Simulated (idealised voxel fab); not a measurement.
Process module heading - voxel spacer lines
Displayed cross-section: cut, width of 200 nm, square cells sized 5 nm.
If you're reading a cross-section in this doc, picture square cells in a grid; it comes to you as bands, top ones listed first down to the bottom, and a band can be one or more rows of cells.
Band entry format. Leading values: height of top, height of bottom, nm. Remainder: materials in left-to-right order, each with its width in nm. Special words: "all across" on a single material, which then fills the band edge to edge; "air", empty space.
Ref level 0: as-received wafer is one material below here. Bottom band extends down with no lower bound ("0 and below").
When a width is written as two numbers, as in "30..40", the first number is the width in the top row of cells of the band and the second is the width in its bottom row, and the width changes by the same amount from each row to the next.
A step reported as "nothing altered" is a step in which no cell of the cross-section changed.
The list in "Closed voids list" covers empty spaces of 8 cells or more that cannot reach the top through any open way, and it gives each as width x height at distance; the distance is from the left edge, and width, height and distance are in nm.
What comes after the settings on a step's line is commentary from the simulator itself on that step.
overlay nm: where the mask lay relative to plan, measured to the right, on steps with a mask; negatives go left.

PLANNED PROCESS STEPS
1) RECEIVE [material Si]
2) CONFORMAL_DEP [material Al2O3] [thk nm 10]
3) DIRECTIONAL_DEP [material TiN] [thk nm 15]
4) DIRECTIONAL_DEP [material aC] [thk nm 20]
5) PATTERN [tone cover] [mask id MANDREL] [material resist] [width nm 25] [pitch nm 70] [thk nm 25] [overlay nm 0]
6) DIRECTIONAL_ETCH [etch materials aC] [depth nm 20]
7) STRIP [etch materials resist]
8) CONFORMAL_DEP [material SiO2] [thk nm 10]
9) DIRECTIONAL_ETCH [etch materials SiO2] [depth nm 10]
10) STRIP [etch materials aC]
11) DIRECTIONAL_ETCH [etch materials TiN] [depth nm 15]
12) STRIP [etch materials SiO2]

BELOW: THE FIRST OF TWO WAFERS, RUN AS PLANNED

INCOMING WAFER IN CROSS-SECTION (STATE: AFTER STEP 1)
	0 and below = Si all across
	Closed voids list: none

THE WAFER, SEEN IN CROSS-SECTION, AFTER STEP 2
	10 down to 0 = Al2O3 all across
	Whatever lies below 0 is exactly as it was before.

THE WAFER, SEEN IN CROSS-SECTION, AFTER STEP 3
	25 down to 10 = TiN all across
	Whatever lies below 10 is exactly as it was before.

THE WAFER, SEEN IN CROSS-SECTION, AFTER STEP 4
	45 down to 25 = aC all across
	Whatever lies below 25 is exactly as it was before.

THE WAFER, SEEN IN CROSS-SECTION, AFTER STEP 5
	70 down to 45 = air 15 nm  resist 25 nm  air 45 nm  resist 25 nm  air 45 nm  resist 25 nm  air 20 nm
	Whatever lies below 45 is exactly as it was before.

THE WAFER, SEEN IN CROSS-SECTION, AFTER STEP 6
	50 down to 45 = air 15 nm  resist 25 nm  air 45 nm  resist 25 nm  air 45 nm  resist 25 nm  air 20 nm
	45 down to 25 = air 15 nm  aC 25 nm  air 45 nm  aC 25 nm  air 45 nm  aC 25 nm  air 20 nm
	Whatever lies below 25 is exactly as it was before.

THE WAFER, SEEN IN CROSS-SECTION, AFTER STEP 7
	45 down to 25 = air 15 nm  aC 25 nm  air 45 nm  aC 25 nm  air 45 nm  aC 25 nm  air 20 nm
	Whatever lies below 25 is exactly as it was before.

THE WAFER, SEEN IN CROSS-SECTION, AFTER STEP 8
	55 down to 45 = air 5 nm  SiO2 45 nm  air 25 nm  SiO2 45 nm  air 25 nm  SiO2 45 nm  air 10 nm
	45 down to 35 = air 5 nm  SiO2 10 nm  aC 25 nm  SiO2 10 nm  air 25 nm  SiO2 10 nm  aC 25 nm  SiO2 10 nm  air 25 nm  SiO2 10 nm  aC 25 nm  SiO2 10 nm  air 10 nm
	35 down to 25 = SiO2 15 nm  aC 25 nm  SiO2 45 nm  aC 25 nm  SiO2 45 nm  aC 25 nm  SiO2 20 nm
	Whatever lies below 25 is exactly as it was before.

THE WAFER, SEEN IN CROSS-SECTION, AFTER STEP 9
	45 down to 25 = air 5 nm  SiO2 10 nm  aC 25 nm  SiO2 10 nm  air 25 nm  SiO2 10 nm  aC 25 nm  SiO2 10 nm  air 25 nm  SiO2 10 nm  aC 25 nm  SiO2 10 nm  air 10 nm
	Whatever lies below 25 is exactly as it was before.

THE WAFER, SEEN IN CROSS-SECTION, AFTER STEP 10
	45 down to 25 = air 5 nm  SiO2 10 nm  air 25 nm  SiO2 10 nm  air 25 nm  SiO2 10 nm  air 25 nm  SiO2 10 nm  air 25 nm  SiO2 10 nm  air 25 nm  SiO2 10 nm  air 10 nm
	Whatever lies below 25 is exactly as it was before.

THE WAFER, SEEN IN CROSS-SECTION, AFTER STEP 11
	45 down to 25 = air 5 nm  SiO2 10 nm  air 25 nm  SiO2 10 nm  air 25 nm  SiO2 10 nm  air 25 nm  SiO2 10 nm  air 25 nm  SiO2 10 nm  air 25 nm  SiO2 10 nm  air 10 nm
	25 down to 10 = air 5 nm  TiN 10 nm  air 25 nm  TiN 10 nm  air 25 nm  TiN 10 nm  air 25 nm  TiN 10 nm  air 25 nm  TiN 10 nm  air 25 nm  TiN 10 nm  air 10 nm
	Whatever lies below 10 is exactly as it was before.

THE WAFER, SEEN IN CROSS-SECTION, AFTER STEP 12
	25 down to 10 = air 5 nm  TiN 10 nm  air 25 nm  TiN 10 nm  air 25 nm  TiN 10 nm  air 25 nm  TiN 10 nm  air 25 nm  TiN 10 nm  air 25 nm  TiN 10 nm  air 10 nm
	Whatever lies below 10 is exactly as it was before.

WAFER TWO. IDENTICAL START, IDENTICAL PLAN. ONE MISTAKE IN EXECUTION. IDENTICAL HISTORY THROUGH STEP 2

THE SECOND WAFER CUT THROUGH, AT THE TIME STEP 3 WAS SUPPOSED TO BE FINISHED
	40 down to 10 = TiN all across
	Whatever lies below 10 is exactly as it was before.

THE SECOND WAFER CUT THROUGH, AT THE TIME STEP 4 WAS SUPPOSED TO BE FINISHED
	60 down to 40 = aC all across
	Whatever lies below 40 is exactly as it was before.

THE SECOND WAFER CUT THROUGH, AT THE TIME STEP 5 WAS SUPPOSED TO BE FINISHED
	85 down to 60 = air 15 nm  resist 25 nm  air 45 nm  resist 25 nm  air 45 nm  resist 25 nm  air 20 nm
	Whatever lies below 60 is exactly as it was before.

THE SECOND WAFER CUT THROUGH, AT THE TIME STEP 6 WAS SUPPOSED TO BE FINISHED
	65 down to 60 = air 15 nm  resist 25 nm  air 45 nm  resist 25 nm  air 45 nm  resist 25 nm  air 20 nm
	60 down to 40 = air 15 nm  aC 25 nm  air 45 nm  aC 25 nm  air 45 nm  aC 25 nm  air 20 nm
	Whatever lies below 40 is exactly as it was before.

THE SECOND WAFER CUT THROUGH, AT THE TIME STEP 7 WAS SUPPOSED TO BE FINISHED
	60 down to 40 = air 15 nm  aC 25 nm  air 45 nm  aC 25 nm  air 45 nm  aC 25 nm  air 20 nm
	Whatever lies below 40 is exactly as it was before.

THE SECOND WAFER CUT THROUGH, AT THE TIME STEP 8 WAS SUPPOSED TO BE FINISHED
	70 down to 60 = air 5 nm  SiO2 45 nm  air 25 nm  SiO2 45 nm  air 25 nm  SiO2 45 nm  air 10 nm
	60 down to 50 = air 5 nm  SiO2 10 nm  aC 25 nm  SiO2 10 nm  air 25 nm  SiO2 10 nm  aC 25 nm  SiO2 10 nm  air 25 nm  SiO2 10 nm  aC 25 nm  SiO2 10 nm  air 10 nm
	50 down to 40 = SiO2 15 nm  aC 25 nm  SiO2 45 nm  aC 25 nm  SiO2 45 nm  aC 25 nm  SiO2 20 nm
	Whatever lies below 40 is exactly as it was before.

THE SECOND WAFER CUT THROUGH, AT THE TIME STEP 9 WAS SUPPOSED TO BE FINISHED
	60 down to 40 = air 5 nm  SiO2 10 nm  aC 25 nm  SiO2 10 nm  air 25 nm  SiO2 10 nm  aC 25 nm  SiO2 10 nm  air 25 nm  SiO2 10 nm  aC 25 nm  SiO2 10 nm  air 10 nm
	Whatever lies below 40 is exactly as it was before.

THE SECOND WAFER CUT THROUGH, AT THE TIME STEP 10 WAS SUPPOSED TO BE FINISHED
	60 down to 40 = air 5 nm  SiO2 10 nm  air 25 nm  SiO2 10 nm  air 25 nm  SiO2 10 nm  air 25 nm  SiO2 10 nm  air 25 nm  SiO2 10 nm  air 25 nm  SiO2 10 nm  air 10 nm
	Whatever lies below 40 is exactly as it was before.

THE SECOND WAFER CUT THROUGH, AT THE TIME STEP 11 WAS SUPPOSED TO BE FINISHED
	60 down to 40 = air 5 nm  SiO2 10 nm  air 25 nm  SiO2 10 nm  air 25 nm  SiO2 10 nm  air 25 nm  SiO2 10 nm  air 25 nm  SiO2 10 nm  air 25 nm  SiO2 10 nm  air 10 nm
	40 down to 25 = air 5 nm  TiN 10 nm  air 25 nm  TiN 10 nm  air 25 nm  TiN 10 nm  air 25 nm  TiN 10 nm  air 25 nm  TiN 10 nm  air 25 nm  TiN 10 nm  air 10 nm
	Whatever lies below 25 is exactly as it was before.

THE SECOND WAFER CUT THROUGH, AT THE TIME STEP 12 WAS SUPPOSED TO BE FINISHED
	40 down to 25 = air 5 nm  TiN 10 nm  air 25 nm  TiN 10 nm  air 25 nm  TiN 10 nm  air 25 nm  TiN 10 nm  air 25 nm  TiN 10 nm  air 25 nm  TiN 10 nm  air 10 nm
	Whatever lies below 25 is exactly as it was before.
What went wrong in running the wafer? heads up, step 3 of the plan got done twice
The final cell counts differ between the wafers, with the second having more or fewer of some materials than the first: +120 TiN
